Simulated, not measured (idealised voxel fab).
process module | voxel fin reveal
cross-section cut | 295 nm wide | cells 5 nm
A cross-section is a grid of square cells, given in bands from the top down. A band is one or more rows of cells.
Each band's line starts with the height of the band's top and of its bottom, in nm. Then come its materials from left to right, each with its width in nm. One material with "throughout" fills the band from edge to edge. "air" is empty space.
Height 0 is the level under which the wafer as received is all one material. The lowest band goes on downwards, as in "0 down".
A width such as "30 to 40" changes by the same amount from each row of cells to the next, from the band's top row to its bottom row.
"no change" after a step means that no cell of the cross-section changed.
closed voids: empty space of 8 cells or more with no open way to the top, each as width x height at its distance from the left edge, in nm
after a step's settings: what the simulator itself notes on the step
overlay nm, on a step with a mask: how far to the right of its planned place the mask lay; to the left if negative
plan
1 op RECEIVE | material Si
2 op CONFORMAL_DEP | material SiN | thk nm 10
3 op MASKED_ETCH | tone cover | mask id FINS | width nm 15 | pitch nm 40 | etch materials SiN | depth nm 10 | overlay nm 0
4 op MASKED_ETCH | tone cover | mask id FINS | width nm 15 | pitch nm 40 | etch materials Si | depth nm 30 | overlay nm 0
5 op FILL_DEP | material SiO2 | thk nm 5
6 op CMP | height nm 0
7 op SELECTIVE_ETCH | etch materials SiO2 | depth nm 30
8 op STRIP | etch materials SiN
9 op CONFORMAL_DEP | material HfO2 | thk nm 5
varied across the wafers: height nm of step 6. The plan shows the first wafer's value. All wafers start alike
first wafer as received, after step 1
  0 down: Si throughout
  closed voids: none
each wafer at the end: cells of each material gained (+) or lost (-) since it was received, then its closed voids
height nm 0 | +95 HfO2 | -300 Si | closed voids: none
height nm 5 | +89 HfO2 | -300 Si | +50 SiO2 | closed voids: none
height nm 10 | +83 HfO2 | -300 Si | +100 SiO2 | closed voids: none
height nm 15 | +77 HfO2 | -300 Si | +150 SiO2 | closed voids: none
